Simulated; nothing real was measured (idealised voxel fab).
process module | voxel self aligned vias
The cross-section shown here is cut; it is 280 nm wide and divided into square cells measuring 5 nm on a side.
In this document a cross-section is written as a grid of square cells. It is given as a series of bands, listed from the top down, and a band is one or more rows of cells.
Band: top height; bottom height; in nm. Then, left to right: material with width in nm, for each material. "all across": a single material spanning edge to edge. "air": empty space.
Counting heights begins at 0, where everything beneath is, in the wafer as received, one material. The lowest band has no bottom; it goes on downwards, as "z 0 and below" shows.
Width: "30..40" (first number = top row, second number = bottom row, same change from row to row of cells).
The designation "no modification", where it is given for a processing step, indicates that no cell of the cross-section was altered in the course of that step.
Closed empty spaces (no open way to the top) of 8 cells or more are what "Non-vented voids" lists, each as width x height at distance from the left edge, nm for all three.
Anything after a step's settings on that line? It's the simulator's own note about the step.
If you see "overlay nm" on a step's line and that step has a mask, it's telling you how far right of where it was planned the mask ended up; a negative number means it went left instead.
So here's the lineup of process steps we planned:
1 RECEIVE: material Si
2 CONFORMAL_DEP: material SiO2, thk nm 10
3 CONFORMAL_DEP: material SiCN, thk nm 5
4 DIRECTIONAL_DEP: material lowk, thk nm 30
5 DIRECTIONAL_DEP: material aC, thk nm 15
6 PATTERN: tone open, mask id LINES, material resist, width nm 30, pitch nm 65, thk nm 35, overlay nm 0
7 DIRECTIONAL_ETCH: etch materials aC, depth nm 15
8 STRIP: etch materials resist
9 DIRECTIONAL_ETCH: etch materials lowk, depth nm 30
10 STRIP: etch materials aC
11 CONFORMAL_DEP: material TiN, thk nm 5
12 FILL_DEP: material W, thk nm 10
13 CMP: height nm 45
14 SELECTIVE_ETCH: etch materials W Ru TiN, depth nm 10
15 FILL_DEP: material SiN, thk nm 5
16 CMP: height nm 45
17 DIRECTIONAL_DEP: material lowk, thk nm 20
18 MASKED_ETCH: tone open, mask id VIAS, width nm 40, pitch nm 65, etch materials lowk, depth nm 20, overlay nm 0
19 MASKED_ETCH: tone open, mask id VIAS, width nm 50, pitch nm 65, etch materials SiN, depth nm 10, overlay nm 0
20 CONFORMAL_DEP: material TiN, thk nm 5
21 FILL_DEP: material Ru, thk nm 10
22 CMP: height nm 65
23 CONFORMAL_DEP: material SiN, thk nm 5
Wafer-to-wafer difference: width nm, step 18. Common start. Plan = first wafer's value.
Cross-sectional view of the first of several wafers in the as-received condition, corresponding to the state following step 1:
> z 0 and below = Si all across
> Non-vented voids: none
For your reference, the table is organized with a row per wafer; each row reflects the wafer at the end of the module, indicating for each material the cells gained (+) or lost (-) since receipt, and thereafter its closed voids:
width nm 40, +78 Ru, +56 SiCN, +56 SiN, +112 SiO2, +90 TiN, +36 W, +356 lowk, Non-vented voids: none
width nm 45, +87 Ru, +56 SiCN, +56 SiN, +112 SiO2, +93 TiN, +36 W, +344 lowk, Non-vented voids: none
width nm 50, +96 Ru, +56 SiCN, +56 SiN, +112 SiO2, +96 TiN, +36 W, +332 lowk, Non-vented voids: none
